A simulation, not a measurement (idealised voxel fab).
Module name: voxel wiring stack (process module)
Displayed cross-section: cut, width of 230 nm, square cells sized 5 nm.
A cross-section is written here as square cells arranged in a grid, and it is given in bands from the top down, each band taking up one or more rows of cells. What a band's entry tells you: where the top is and where the bottom is, as heights in nm, and after that what lies inside, material by material from left to right, each with its width in nm. Empty space is written as the word "blank", and a single material marked with the word "full width" occupies the band from edge to edge. Below 0: as-received wafer, all one material; heights counted from there. Lowest band: no bottom, goes on down, written "0 nm and below". A width such as "30->40" changes by the same amount from each row of cells to the next, from the band's top row to its bottom row. "identical to before" after a step means that no cell of the cross-section changed. Listed in "Voids, fully enclosed": every empty space of 8 or more cells without an open way to the top. Form: width x height at distance, the distance being from the left edge, all in nm. Heads up: the bit after the settings on a step's line is the simulator's remark on that step. What "overlay nm" on a step's line means: if the step has a mask, that mask lay this far to the right of its planned place, or, when the value is negative, to the left.

**Steps in the process plan**
step 1: RECEIVE: material Si
step 2: CONFORMAL_DEP: material SiO2, thk nm 10
step 3: CONFORMAL_DEP: material SiCN, thk nm 5
step 4: DIRECTIONAL_DEP: material SiO2, thk nm 15
step 5: MASKED_ETCH: tone open, mask id METAL_1, width nm 20, pitch nm 35, etch materials SiO2, depth nm 15, overlay nm 0
step 6: MASKED_ETCH: tone open, mask id METAL_1, width nm 20, pitch nm 35, etch materials SiCN, depth nm 5, overlay nm 0
step 7: CONFORMAL_DEP: material TiN, thk nm 5
step 8: FILL_DEP: material W, thk nm 5
step 9: CMP: height nm 30
step 10: EPI: material Ru, thk nm 5
step 11: FILL_DEP: material SiCN, thk nm 5
step 12: DIRECTIONAL_DEP: material lowk, thk nm 20
step 13: MASKED_ETCH: tone open, mask id PLUG_1, width nm 15, pitch nm 35, etch materials lowk, depth nm 20, overlay nm 0
step 14: MASKED_ETCH: tone open, mask id PLUG_1, width nm 15, pitch nm 35, etch materials SiCN, depth nm 5, overlay nm 0
step 15: CONFORMAL_DEP: material TiN, thk nm 5
step 16: FILL_DEP: material Cu, thk nm 10
step 17: CMP: height nm 60
step 18: DIRECTIONAL_DEP: material TiN, thk nm 5
step 19: DIRECTIONAL_DEP: material W, thk nm 20
step 20: PATTERN: tone cover, mask id METAL_2, material resist, width nm 20, pitch nm 35, thk nm 15, overlay nm 0
step 21: DIRECTIONAL_ETCH: etch materials W, depth nm 20
step 22: DIRECTIONAL_ETCH: etch materials TiN, depth nm 5
step 23: STRIP: etch materials resist
step 24: FILL_DEP: material lowk, thk nm 10
step 25: CMP: height nm 85
step 26: CONFORMAL_DEP: material SiCN, thk nm 5
step 27: DIRECTIONAL_DEP: material SiO2, thk nm 30
step 28: DIRECTIONAL_DEP: material aC, thk nm 10
step 29: PATTERN: tone open, mask id METAL_3_HOLES, material resist, width nm 15, pitch nm 70, thk nm 25, overlay nm 0
step 30: DIRECTIONAL_ETCH: etch materials aC, depth nm 10
step 31: STRIP: etch materials resist
step 32: DIRECTIONAL_ETCH: etch materials SiO2, depth nm 30
step 33: STRIP: etch materials aC
step 34: PATTERN: tone open, mask id METAL_3, material resist, width nm 20, pitch nm 35, thk nm 20, overlay nm 0
step 35: DIRECTIONAL_ETCH: etch materials SiO2, depth nm 15
step 36: DIRECTIONAL_ETCH: etch materials SiCN, depth nm 5
step 37: STRIP: etch materials resist
step 38: CONFORMAL_DEP: material TiN, thk nm 5
step 39: FILL_DEP: material Cu, thk nm 5
step 40: CMP: height nm 120
step 41: CONFORMAL_DEP: material SiCN, thk nm 5

**First out of two wafers; run went to plan**

**Cross-section of the wafer as it came to us, i.e., already through step 1**
- 0 nm and below  Si full width
- Voids, fully enclosed: none

**Wafer xsec, post step 2**
- 10 nm to 0 nm  SiO2 full width
- Note: structure below 0 unchanged.

**Wafer xsec, post step 3**
- 15 nm to 10 nm  SiCN full width
- Note: structure below 10 unchanged.

**Wafer xsec, post step 4**
- 30 nm to 15 nm  SiO2 full width
- Note: structure below 15 unchanged.

**Wafer xsec, post step 5**
- 30 nm to 15 nm  50 nm SiO2 / 20 nm blank / 15 nm SiO2 / 20 nm blank / 15 nm SiO2 / 20 nm blank / 15 nm SiO2 / 20 nm blank / 55 nm SiO2
- Note: structure below 15 unchanged.

**Wafer xsec, post step 6**
- 30 nm to 15 nm  50 nm SiO2 / 20 nm blank / 15 nm SiO2 / 20 nm blank / 15 nm SiO2 / 20 nm blank / 15 nm SiO2 / 20 nm blank / 55 nm SiO2
- 15 nm to 10 nm  50 nm SiCN / 20 nm blank / 15 nm SiCN / 20 nm blank / 15 nm SiCN / 20 nm blank / 15 nm SiCN / 20 nm blank / 55 nm SiCN
- Note: structure below 10 unchanged.

**Wafer xsec, post step 7**
- 35 nm to 30 nm  55 nm TiN / 10 nm blank / 25 nm TiN / 10 nm blank / 25 nm TiN / 10 nm blank / 25 nm TiN / 10 nm blank / 60 nm TiN
- 30 nm to 15 nm  50 nm SiO2 / 5 nm TiN / 10 nm blank / 5 nm TiN / 15 nm SiO2 / 5 nm TiN / 10 nm blank / 5 nm TiN / 15 nm SiO2 / 5 nm TiN / 10 nm blank / 5 nm TiN / 15 nm SiO2 / 5 nm TiN / 10 nm blank / 5 nm TiN / 55 nm SiO2
- 15 nm to 10 nm  50 nm SiCN / 20 nm TiN / 15 nm SiCN / 20 nm TiN / 15 nm SiCN / 20 nm TiN / 15 nm SiCN / 20 nm TiN / 55 nm SiCN
- Note: structure below 10 unchanged.

**Wafer xsec, post step 8**
- 40 nm to 35 nm  W full width
- 35 nm to 30 nm  55 nm TiN / 10 nm W / 25 nm TiN / 10 nm W / 25 nm TiN / 10 nm W / 25 nm TiN / 10 nm W / 60 nm TiN
- 30 nm to 15 nm  50 nm SiO2 / 5 nm TiN / 10 nm W / 5 nm TiN / 15 nm SiO2 / 5 nm TiN / 10 nm W / 5 nm TiN / 15 nm SiO2 / 5 nm TiN / 10 nm W / 5 nm TiN / 15 nm SiO2 / 5 nm TiN / 10 nm W / 5 nm TiN / 55 nm SiO2
- Note: structure below 15 unchanged.

**Wafer xsec, post step 9**
- 30 nm to 15 nm  50 nm SiO2 / 5 nm TiN / 10 nm W / 5 nm TiN / 15 nm SiO2 / 5 nm TiN / 10 nm W / 5 nm TiN / 15 nm SiO2 / 5 nm TiN / 10 nm W / 5 nm TiN / 15 nm SiO2 / 5 nm TiN / 10 nm W / 5 nm TiN / 55 nm SiO2
- Note: structure below 15 unchanged.

**Wafer xsec, post step 10**
- 35 nm to 30 nm  45 nm blank / 30 nm Ru / 5 nm blank / 30 nm Ru / 5 nm blank / 30 nm Ru / 5 nm blank / 30 nm Ru / 50 nm blank
- Note: structure below 30 unchanged.

**Wafer xsec, post step 11**
- 40 nm to 35 nm  SiCN full width
- 35 nm to 30 nm  45 nm SiCN / 30 nm Ru / 5 nm SiCN / 30 nm Ru / 5 nm SiCN / 30 nm Ru / 5 nm SiCN / 30 nm Ru / 50 nm SiCN
- Note: structure below 30 unchanged.

**Wafer xsec, post step 12**
- 60 nm to 40 nm  lowk full width
- Note: structure below 40 unchanged.

**Wafer xsec, post step 13**
- 60 nm to 40 nm  50 nm lowk / 15 nm blank / 20 nm lowk / 15 nm blank / 20 nm lowk / 15 nm blank / 20 nm lowk / 15 nm blank / 60 nm lowk
- Note: structure below 40 unchanged.

**Wafer xsec, post step 14**
- 60 nm to 40 nm  50 nm lowk / 15 nm blank / 20 nm lowk / 15 nm blank / 20 nm lowk / 15 nm blank / 20 nm lowk / 15 nm blank / 60 nm lowk
- 40 nm to 35 nm  50 nm SiCN / 15 nm blank / 20 nm SiCN / 15 nm blank / 20 nm SiCN / 15 nm blank / 20 nm SiCN / 15 nm blank / 60 nm SiCN
- Note: structure below 35 unchanged.

**Wafer xsec, post step 15**
- 65 nm to 60 nm  55 nm TiN / 5 nm blank / 30 nm TiN / 5 nm blank / 30 nm TiN / 5 nm blank / 30 nm TiN / 5 nm blank / 65 nm TiN
- 60 nm to 40 nm  50 nm lowk / 5 nm TiN / 5 nm blank / 5 nm TiN / 20 nm lowk / 5 nm TiN / 5 nm blank / 5 nm TiN / 20 nm lowk / 5 nm TiN / 5 nm blank / 5 nm TiN / 20 nm lowk / 5 nm TiN / 5 nm blank / 5 nm TiN / 60 nm lowk
- 40 nm to 35 nm  50 nm SiCN / 15 nm TiN / 20 nm SiCN / 15 nm TiN / 20 nm SiCN / 15 nm TiN / 20 nm SiCN / 15 nm TiN / 60 nm SiCN
- Note: structure below 35 unchanged.

**Wafer xsec, post step 16**
- 75 nm to 65 nm  Cu full width
- 65 nm to 60 nm  55 nm TiN / 5 nm Cu / 30 nm TiN / 5 nm Cu / 30 nm TiN / 5 nm Cu / 30 nm TiN / 5 nm Cu / 65 nm TiN
- 60 nm to 40 nm  50 nm lowk / 5 nm TiN / 5 nm Cu / 5 nm TiN / 20 nm lowk / 5 nm TiN / 5 nm Cu / 5 nm TiN / 20 nm lowk / 5 nm TiN / 5 nm Cu / 5 nm TiN / 20 nm lowk / 5 nm TiN / 5 nm Cu / 5 nm TiN / 60 nm lowk
- Note: structure below 40 unchanged.

**Wafer xsec, post step 17**
- 60 nm to 40 nm  50 nm lowk / 5 nm TiN / 5 nm Cu / 5 nm TiN / 20 nm lowk / 5 nm TiN / 5 nm Cu / 5 nm TiN / 20 nm lowk / 5 nm TiN / 5 nm Cu / 5 nm TiN / 20 nm lowk / 5 nm TiN / 5 nm Cu / 5 nm TiN / 60 nm lowk
- Note: structure below 40 unchanged.

**Wafer xsec, post step 18**
- 65 nm to 60 nm  TiN full width
- Note: structure below 60 unchanged.

**Wafer xsec, post step 19**
- 85 nm to 65 nm  W full width
- Note: structure below 65 unchanged.

**Wafer xsec, post step 20**
- 100 nm to 85 nm  50 nm blank / 20 nm resist / 15 nm blank / 20 nm resist / 15 nm blank / 20 nm resist / 15 nm blank / 20 nm resist / 55 nm blank
- Note: structure below 85 unchanged.

**Wafer xsec, post step 21**
- 100 nm to 85 nm  50 nm blank / 20 nm resist / 15 nm blank / 20 nm resist / 15 nm blank / 20 nm resist / 15 nm blank / 20 nm resist / 55 nm blank
- 85 nm to 65 nm  50 nm blank / 20 nm W / 15 nm blank / 20 nm W / 15 nm blank / 20 nm W / 15 nm blank / 20 nm W / 55 nm blank
- Note: structure below 65 unchanged.

**Wafer xsec, post step 22**
- 100 nm to 85 nm  50 nm blank / 20 nm resist / 15 nm blank / 20 nm resist / 15 nm blank / 20 nm resist / 15 nm blank / 20 nm resist / 55 nm blank
- 85 nm to 65 nm  50 nm blank / 20 nm W / 15 nm blank / 20 nm W / 15 nm blank / 20 nm W / 15 nm blank / 20 nm W / 55 nm blank
- 65 nm to 60 nm  50 nm blank / 20 nm TiN / 15 nm blank / 20 nm TiN / 15 nm blank / 20 nm TiN / 15 nm blank / 20 nm TiN / 55 nm blank
- Note: structure below 60 unchanged.

**Wafer xsec, post step 23**
- 85 nm to 65 nm  50 nm blank / 20 nm W / 15 nm blank / 20 nm W / 15 nm blank / 20 nm W / 15 nm blank / 20 nm W / 55 nm blank
- Note: structure below 65 unchanged.

**Wafer xsec, post step 24**
- 95 nm to 85 nm  lowk full width
- 85 nm to 65 nm  50 nm lowk / 20 nm W / 15 nm lowk / 20 nm W / 15 nm lowk / 20 nm W / 15 nm lowk / 20 nm W / 55 nm lowk
- 65 nm to 60 nm  50 nm lowk / 20 nm TiN / 15 nm lowk / 20 nm TiN / 15 nm lowk / 20 nm TiN / 15 nm lowk / 20 nm TiN / 55 nm lowk
- Note: structure below 60 unchanged.

**Wafer xsec, post step 25**
- 85 nm to 65 nm  50 nm lowk / 20 nm W / 15 nm lowk / 20 nm W / 15 nm lowk / 20 nm W / 15 nm lowk / 20 nm W / 55 nm lowk
- Note: structure below 65 unchanged.

**Wafer xsec, post step 26**
- 90 nm to 85 nm  SiCN full width
- Note: structure below 85 unchanged.

**Wafer xsec, post step 27**
- 120 nm to 90 nm  SiO2 full width
- Note: structure below 90 unchanged.

**Wafer xsec, post step 28**
- 130 nm to 120 nm  aC full width
- Note: structure below 120 unchanged.

**Wafer xsec, post step 29**
- 155 nm to 130 nm  50 nm resist / 15 nm blank / 55 nm resist / 15 nm blank / 95 nm resist
- Note: structure below 130 unchanged.

**Wafer xsec, post step 30**
- 145 nm to 130 nm  50 nm resist / 15 nm blank / 55 nm resist / 15 nm blank / 95 nm resist
- 130 nm to 120 nm  50 nm aC / 15 nm blank / 55 nm aC / 15 nm blank / 95 nm aC
- Note: structure below 120 unchanged.

**Wafer xsec, post step 31**
- 130 nm to 120 nm  50 nm aC / 15 nm blank / 55 nm aC / 15 nm blank / 95 nm aC
- Note: structure below 120 unchanged.

**Wafer xsec, post step 32**
- 130 nm to 120 nm  50 nm aC / 15 nm blank / 55 nm aC / 15 nm blank / 95 nm aC
- 120 nm to 90 nm  50 nm SiO2 / 15 nm blank / 55 nm SiO2 / 15 nm blank / 95 nm SiO2
- Note: structure below 90 unchanged.

**Wafer xsec, post step 33**
- 120 nm to 90 nm  50 nm SiO2 / 15 nm blank / 55 nm SiO2 / 15 nm blank / 95 nm SiO2
- Note: structure below 90 unchanged.

**Wafer xsec, post step 34**
- 140 nm to 120 nm  50 nm resist / 20 nm blank / 15 nm resist / 20 nm blank / 15 nm resist / 20 nm blank / 15 nm resist / 20 nm blank / 55 nm resist
- Note: structure below 120 unchanged.

**Wafer xsec, post step 35**
- 140 nm to 120 nm  50 nm resist / 20 nm blank / 15 nm resist / 20 nm blank / 15 nm resist / 20 nm blank / 15 nm resist / 20 nm blank / 55 nm resist
- 120 nm to 105 nm  50 nm SiO2 / 20 nm blank / 15 nm SiO2 / 20 nm blank / 15 nm SiO2 / 20 nm blank / 15 nm SiO2 / 20 nm blank / 55 nm SiO2
- Note: structure below 105 unchanged.

**Wafer xsec, post step 36**
- 140 nm to 120 nm  50 nm resist / 20 nm blank / 15 nm resist / 20 nm blank / 15 nm resist / 20 nm blank / 15 nm resist / 20 nm blank / 55 nm resist
- 120 nm to 105 nm  50 nm SiO2 / 20 nm blank / 15 nm SiO2 / 20 nm blank / 15 nm SiO2 / 20 nm blank / 15 nm SiO2 / 20 nm blank / 55 nm SiO2
- 105 nm to 90 nm  50 nm SiO2 / 15 nm blank / 55 nm SiO2 / 15 nm blank / 95 nm SiO2
- 90 nm to 85 nm  50 nm SiCN / 15 nm blank / 55 nm SiCN / 15 nm blank / 95 nm SiCN
- Note: structure below 85 unchanged.

**Wafer xsec, post step 37**
- 120 nm to 105 nm  50 nm SiO2 / 20 nm blank / 15 nm SiO2 / 20 nm blank / 15 nm SiO2 / 20 nm blank / 15 nm SiO2 / 20 nm blank / 55 nm SiO2
- Note: structure below 105 unchanged.

**Wafer xsec, post step 38**
- 125 nm to 120 nm  55 nm TiN / 10 nm blank / 25 nm TiN / 10 nm blank / 25 nm TiN / 10 nm blank / 25 nm TiN / 10 nm blank / 60 nm TiN
- 120 nm to 110 nm  50 nm SiO2 / 5 nm TiN / 10 nm blank / 5 nm TiN / 15 nm SiO2 / 5 nm TiN / 10 nm blank / 5 nm TiN / 15 nm SiO2 / 5 nm TiN / 10 nm blank / 5 nm TiN / 15 nm SiO2 / 5 nm TiN / 10 nm blank / 5 nm TiN / 55 nm SiO2
- 110 nm to 105 nm  50 nm SiO2 / 5 nm TiN / 5 nm blank / 10 nm TiN / 15 nm SiO2 / 20 nm TiN / 15 nm SiO2 / 5 nm TiN / 5 nm blank / 10 nm TiN / 15 nm SiO2 / 20 nm TiN / 55 nm SiO2
- 105 nm to 90 nm  50 nm SiO2 / 5 nm TiN / 5 nm blank / 5 nm TiN / 55 nm SiO2 / 5 nm TiN / 5 nm blank / 5 nm TiN / 95 nm SiO2
- 90 nm to 85 nm  50 nm SiCN / 15 nm TiN / 55 nm SiCN / 15 nm TiN / 95 nm SiCN
- Note: structure below 85 unchanged.

**Wafer xsec, post step 39**
- 130 nm to 125 nm  Cu full width
- 125 nm to 120 nm  55 nm TiN / 10 nm Cu / 25 nm TiN / 10 nm Cu / 25 nm TiN / 10 nm Cu / 25 nm TiN / 10 nm Cu / 60 nm TiN
- 120 nm to 110 nm  50 nm SiO2 / 5 nm TiN / 10 nm Cu / 5 nm TiN / 15 nm SiO2 / 5 nm TiN / 10 nm Cu / 5 nm TiN / 15 nm SiO2 / 5 nm TiN / 10 nm Cu / 5 nm TiN / 15 nm SiO2 / 5 nm TiN / 10 nm Cu / 5 nm TiN / 55 nm SiO2
- 110 nm to 105 nm  50 nm SiO2 / 5 nm TiN / 5 nm Cu / 10 nm TiN / 15 nm SiO2 / 20 nm TiN / 15 nm SiO2 / 5 nm TiN / 5 nm Cu / 10 nm TiN / 15 nm SiO2 / 20 nm TiN / 55 nm SiO2
- 105 nm to 90 nm  50 nm SiO2 / 5 nm TiN / 5 nm Cu / 5 nm TiN / 55 nm SiO2 / 5 nm TiN / 5 nm Cu / 5 nm TiN / 95 nm SiO2
- Note: structure below 90 unchanged.

**Wafer xsec, post step 40**
- 120 nm to 110 nm  50 nm SiO2 / 5 nm TiN / 10 nm Cu / 5 nm TiN / 15 nm SiO2 / 5 nm TiN / 10 nm Cu / 5 nm TiN / 15 nm SiO2 / 5 nm TiN / 10 nm Cu / 5 nm TiN / 15 nm SiO2 / 5 nm TiN / 10 nm Cu / 5 nm TiN / 55 nm SiO2
- Note: structure below 110 unchanged.

**Wafer xsec, post step 41**
- 125 nm to 120 nm  SiCN full width
- Note: structure below 120 unchanged.

**The Second Wafer: Common Origin and Plan, One Mistake in Execution, Identical to the First Through Step 10**

Cross-sectional view of the second wafer at the intended end time of process step 11: identical to before

**Cross-sectional view of the second wafer at the intended end time of process step 12**
- 55 nm to 50 nm  45 nm blank / 30 nm lowk / 5 nm blank / 30 nm lowk / 5 nm blank / 30 nm lowk / 5 nm blank / 30 nm lowk / 50 nm blank
- 50 nm to 35 nm  lowk full width
- 35 nm to 30 nm  45 nm lowk / 30 nm Ru / 5 nm lowk / 30 nm Ru / 5 nm lowk / 30 nm Ru / 5 nm lowk / 30 nm Ru / 50 nm lowk
- Note: structure below 30 unchanged.

**Cross-sectional view of the second wafer at the intended end time of process step 13**
- 55 nm to 50 nm  45 nm blank / 5 nm lowk / 15 nm blank / 10 nm lowk / 5 nm blank / 5 nm lowk / 15 nm blank / 10 nm lowk / 5 nm blank / 5 nm lowk / 15 nm blank / 10 nm lowk / 5 nm blank / 5 nm lowk / 15 nm blank / 10 nm lowk / 50 nm blank
- 50 nm to 35 nm  50 nm lowk / 15 nm blank / 20 nm lowk / 15 nm blank / 20 nm lowk / 15 nm blank / 20 nm lowk / 15 nm blank / 60 nm lowk
- Note: structure below 35 unchanged.

Cross-sectional view of the second wafer at the intended end time of process step 14: identical to before

**Cross-sectional view of the second wafer at the intended end time of process step 15**
- 60 nm to 55 nm  40 nm blank / 15 nm TiN / 5 nm blank / 30 nm TiN / 5 nm blank / 30 nm TiN / 5 nm blank / 30 nm TiN / 5 nm blank / 20 nm TiN / 45 nm blank
- 55 nm to 50 nm  45 nm TiN / 5 nm lowk / 5 nm TiN / 5 nm blank / 5 nm TiN / 10 nm lowk / 5 nm TiN / 5 nm lowk / 5 nm TiN / 5 nm blank / 5 nm TiN / 10 nm lowk / 5 nm TiN / 5 nm lowk / 5 nm TiN / 5 nm blank / 5 nm TiN / 10 nm lowk / 5 nm TiN / 5 nm lowk / 5 nm TiN / 5 nm blank / 5 nm TiN / 10 nm lowk / 50 nm TiN
- 50 nm to 40 nm  50 nm lowk / 5 nm TiN / 5 nm blank / 5 nm TiN / 20 nm lowk / 5 nm TiN / 5 nm blank / 5 nm TiN / 20 nm lowk / 5 nm TiN / 5 nm blank / 5 nm TiN / 20 nm lowk / 5 nm TiN / 5 nm blank / 5 nm TiN / 60 nm lowk
- 40 nm to 35 nm  50 nm lowk / 15 nm TiN / 20 nm lowk / 15 nm TiN / 20 nm lowk / 15 nm TiN / 20 nm lowk / 15 nm TiN / 60 nm lowk
- Note: structure below 35 unchanged.

**Cross-sectional view of the second wafer at the intended end time of process step 16**
- 70 nm to 60 nm  Cu full width
- 60 nm to 55 nm  40 nm Cu / 15 nm TiN / 5 nm Cu / 30 nm TiN / 5 nm Cu / 30 nm TiN / 5 nm Cu / 30 nm TiN / 5 nm Cu / 20 nm TiN / 45 nm Cu
- 55 nm to 50 nm  45 nm TiN / 5 nm lowk / 5 nm TiN / 5 nm Cu / 5 nm TiN / 10 nm lowk / 5 nm TiN / 5 nm lowk / 5 nm TiN / 5 nm Cu / 5 nm TiN / 10 nm lowk / 5 nm TiN / 5 nm lowk / 5 nm TiN / 5 nm Cu / 5 nm TiN / 10 nm lowk / 5 nm TiN / 5 nm lowk / 5 nm TiN / 5 nm Cu / 5 nm TiN / 10 nm lowk / 50 nm TiN
- 50 nm to 40 nm  50 nm lowk / 5 nm TiN / 5 nm Cu / 5 nm TiN / 20 nm lowk / 5 nm TiN / 5 nm Cu / 5 nm TiN / 20 nm lowk / 5 nm TiN / 5 nm Cu / 5 nm TiN / 20 nm lowk / 5 nm TiN / 5 nm Cu / 5 nm TiN / 60 nm lowk
- Note: structure below 40 unchanged.

**Cross-sectional view of the second wafer at the intended end time of process step 17**
- 60 nm to 55 nm  40 nm Cu / 15 nm TiN / 5 nm Cu / 30 nm TiN / 5 nm Cu / 30 nm TiN / 5 nm Cu / 30 nm TiN / 5 nm Cu / 20 nm TiN / 45 nm Cu
- Note: structure below 55 unchanged.

**Cross-sectional view of the second wafer at the intended end time of process step 18**
- 65 nm to 60 nm  TiN full width
- Note: structure below 60 unchanged.

**Cross-sectional view of the second wafer at the intended end time of process step 19**
- 85 nm to 65 nm  W full width
- Note: structure below 65 unchanged.

**Cross-sectional view of the second wafer at the intended end time of process step 20**
- 100 nm to 85 nm  50 nm blank / 20 nm resist / 15 nm blank / 20 nm resist / 15 nm blank / 20 nm resist / 15 nm blank / 20 nm resist / 55 nm blank
- Note: structure below 85 unchanged.

**Cross-sectional view of the second wafer at the intended end time of process step 21**
- 100 nm to 85 nm  50 nm blank / 20 nm resist / 15 nm blank / 20 nm resist / 15 nm blank / 20 nm resist / 15 nm blank / 20 nm resist / 55 nm blank
- 85 nm to 65 nm  50 nm blank / 20 nm W / 15 nm blank / 20 nm W / 15 nm blank / 20 nm W / 15 nm blank / 20 nm W / 55 nm blank
- Note: structure below 65 unchanged.

**Cross-sectional view of the second wafer at the intended end time of process step 22**
- 100 nm to 85 nm  50 nm blank / 20 nm resist / 15 nm blank / 20 nm resist / 15 nm blank / 20 nm resist / 15 nm blank / 20 nm resist / 55 nm blank
- 85 nm to 65 nm  50 nm blank / 20 nm W / 15 nm blank / 20 nm W / 15 nm blank / 20 nm W / 15 nm blank / 20 nm W / 55 nm blank
- 65 nm to 60 nm  50 nm blank / 20 nm TiN / 15 nm blank / 20 nm TiN / 15 nm blank / 20 nm TiN / 15 nm blank / 20 nm TiN / 55 nm blank
- Note: structure below 60 unchanged.

**Cross-sectional view of the second wafer at the intended end time of process step 23**
- 85 nm to 65 nm  50 nm blank / 20 nm W / 15 nm blank / 20 nm W / 15 nm blank / 20 nm W / 15 nm blank / 20 nm W / 55 nm blank
- Note: structure below 65 unchanged.

**Cross-sectional view of the second wafer at the intended end time of process step 24**
- 95 nm to 85 nm  lowk full width
- 85 nm to 65 nm  50 nm lowk / 20 nm W / 15 nm lowk / 20 nm W / 15 nm lowk / 20 nm W / 15 nm lowk / 20 nm W / 55 nm lowk
- 65 nm to 60 nm  50 nm lowk / 20 nm TiN / 15 nm lowk / 20 nm TiN / 15 nm lowk / 20 nm TiN / 15 nm lowk / 20 nm TiN / 55 nm lowk
- Note: structure below 60 unchanged.

**Cross-sectional view of the second wafer at the intended end time of process step 25**
- 85 nm to 65 nm  50 nm lowk / 20 nm W / 15 nm lowk / 20 nm W / 15 nm lowk / 20 nm W / 15 nm lowk / 20 nm W / 55 nm lowk
- Note: structure below 65 unchanged.

**Cross-sectional view of the second wafer at the intended end time of process step 26**
- 90 nm to 85 nm  SiCN full width
- Note: structure below 85 unchanged.

**Cross-sectional view of the second wafer at the intended end time of process step 27**
- 120 nm to 90 nm  SiO2 full width
- Note: structure below 90 unchanged.

**Cross-sectional view of the second wafer at the intended end time of process step 28**
- 130 nm to 120 nm  aC full width
- Note: structure below 120 unchanged.

**Cross-sectional view of the second wafer at the intended end time of process step 29**
- 155 nm to 130 nm  50 nm resist / 15 nm blank / 55 nm resist / 15 nm blank / 95 nm resist
- Note: structure below 130 unchanged.

**Cross-sectional view of the second wafer at the intended end time of process step 30**
- 145 nm to 130 nm  50 nm resist / 15 nm blank / 55 nm resist / 15 nm blank / 95 nm resist
- 130 nm to 120 nm  50 nm aC / 15 nm blank / 55 nm aC / 15 nm blank / 95 nm aC
- Note: structure below 120 unchanged.

**Cross-sectional view of the second wafer at the intended end time of process step 31**
- 130 nm to 120 nm  50 nm aC / 15 nm blank / 55 nm aC / 15 nm blank / 95 nm aC
- Note: structure below 120 unchanged.

**Cross-sectional view of the second wafer at the intended end time of process step 32**
- 130 nm to 120 nm  50 nm aC / 15 nm blank / 55 nm aC / 15 nm blank / 95 nm aC
- 120 nm to 90 nm  50 nm SiO2 / 15 nm blank / 55 nm SiO2 / 15 nm blank / 95 nm SiO2
- Note: structure below 90 unchanged.

**Cross-sectional view of the second wafer at the intended end time of process step 33**
- 120 nm to 90 nm  50 nm SiO2 / 15 nm blank / 55 nm SiO2 / 15 nm blank / 95 nm SiO2
- Note: structure below 90 unchanged.

**Cross-sectional view of the second wafer at the intended end time of process step 34**
- 140 nm to 120 nm  50 nm resist / 20 nm blank / 15 nm resist / 20 nm blank / 15 nm resist / 20 nm blank / 15 nm resist / 20 nm blank / 55 nm resist
- Note: structure below 120 unchanged.

**Cross-sectional view of the second wafer at the intended end time of process step 35**
- 140 nm to 120 nm  50 nm resist / 20 nm blank / 15 nm resist / 20 nm blank / 15 nm resist / 20 nm blank / 15 nm resist / 20 nm blank / 55 nm resist
- 120 nm to 105 nm  50 nm SiO2 / 20 nm blank / 15 nm SiO2 / 20 nm blank / 15 nm SiO2 / 20 nm blank / 15 nm SiO2 / 20 nm blank / 55 nm SiO2
- Note: structure below 105 unchanged.

**Cross-sectional view of the second wafer at the intended end time of process step 36**
- 140 nm to 120 nm  50 nm resist / 20 nm blank / 15 nm resist / 20 nm blank / 15 nm resist / 20 nm blank / 15 nm resist / 20 nm blank / 55 nm resist
- 120 nm to 105 nm  50 nm SiO2 / 20 nm blank / 15 nm SiO2 / 20 nm blank / 15 nm SiO2 / 20 nm blank / 15 nm SiO2 / 20 nm blank / 55 nm SiO2
- 105 nm to 90 nm  50 nm SiO2 / 15 nm blank / 55 nm SiO2 / 15 nm blank / 95 nm SiO2
- 90 nm to 85 nm  50 nm SiCN / 15 nm blank / 55 nm SiCN / 15 nm blank / 95 nm SiCN
- Note: structure below 85 unchanged.

**Cross-sectional view of the second wafer at the intended end time of process step 37**
- 120 nm to 105 nm  50 nm SiO2 / 20 nm blank / 15 nm SiO2 / 20 nm blank / 15 nm SiO2 / 20 nm blank / 15 nm SiO2 / 20 nm blank / 55 nm SiO2
- Note: structure below 105 unchanged.

**Cross-sectional view of the second wafer at the intended end time of process step 38**
- 125 nm to 120 nm  55 nm TiN / 10 nm blank / 25 nm TiN / 10 nm blank / 25 nm TiN / 10 nm blank / 25 nm TiN / 10 nm blank / 60 nm TiN
- 120 nm to 110 nm  50 nm SiO2 / 5 nm TiN / 10 nm blank / 5 nm TiN / 15 nm SiO2 / 5 nm TiN / 10 nm blank / 5 nm TiN / 15 nm SiO2 / 5 nm TiN / 10 nm blank / 5 nm TiN / 15 nm SiO2 / 5 nm TiN / 10 nm blank / 5 nm TiN / 55 nm SiO2
- 110 nm to 105 nm  50 nm SiO2 / 5 nm TiN / 5 nm blank / 10 nm TiN / 15 nm SiO2 / 20 nm TiN / 15 nm SiO2 / 5 nm TiN / 5 nm blank / 10 nm TiN / 15 nm SiO2 / 20 nm TiN / 55 nm SiO2
- 105 nm to 90 nm  50 nm SiO2 / 5 nm TiN / 5 nm blank / 5 nm TiN / 55 nm SiO2 / 5 nm TiN / 5 nm blank / 5 nm TiN / 95 nm SiO2
- 90 nm to 85 nm  50 nm SiCN / 15 nm TiN / 55 nm SiCN / 15 nm TiN / 95 nm SiCN
- Note: structure below 85 unchanged.

**Cross-sectional view of the second wafer at the intended end time of process step 39**
- 130 nm to 125 nm  Cu full width
- 125 nm to 120 nm  55 nm TiN / 10 nm Cu / 25 nm TiN / 10 nm Cu / 25 nm TiN / 10 nm Cu / 25 nm TiN / 10 nm Cu / 60 nm TiN
- 120 nm to 110 nm  50 nm SiO2 / 5 nm TiN / 10 nm Cu / 5 nm TiN / 15 nm SiO2 / 5 nm TiN / 10 nm Cu / 5 nm TiN / 15 nm SiO2 / 5 nm TiN / 10 nm Cu / 5 nm TiN / 15 nm SiO2 / 5 nm TiN / 10 nm Cu / 5 nm TiN / 55 nm SiO2
- 110 nm to 105 nm  50 nm SiO2 / 5 nm TiN / 5 nm Cu / 10 nm TiN / 15 nm SiO2 / 20 nm TiN / 15 nm SiO2 / 5 nm TiN / 5 nm Cu / 10 nm TiN / 15 nm SiO2 / 20 nm TiN / 55 nm SiO2
- 105 nm to 90 nm  50 nm SiO2 / 5 nm TiN / 5 nm Cu / 5 nm TiN / 55 nm SiO2 / 5 nm TiN / 5 nm Cu / 5 nm TiN / 95 nm SiO2
- Note: structure below 90 unchanged.

**Cross-sectional view of the second wafer at the intended end time of process step 40**
- 120 nm to 110 nm  50 nm SiO2 / 5 nm TiN / 10 nm Cu / 5 nm TiN / 15 nm SiO2 / 5 nm TiN / 10 nm Cu / 5 nm TiN / 15 nm SiO2 / 5 nm TiN / 10 nm Cu / 5 nm TiN / 15 nm SiO2 / 5 nm TiN / 10 nm Cu / 5 nm TiN / 55 nm SiO2
- Note: structure below 110 unchanged.

**Cross-sectional view of the second wafer at the intended end time of process step 41**
- 125 nm to 120 nm  SiCN full width
- Note: structure below 120 unchanged.
Nonconformance to the process plan: step 11 of the plan was omitted and not executed
at the end the second wafer has, in cells: +17 Cu | -56 SiCN | +39 TiN
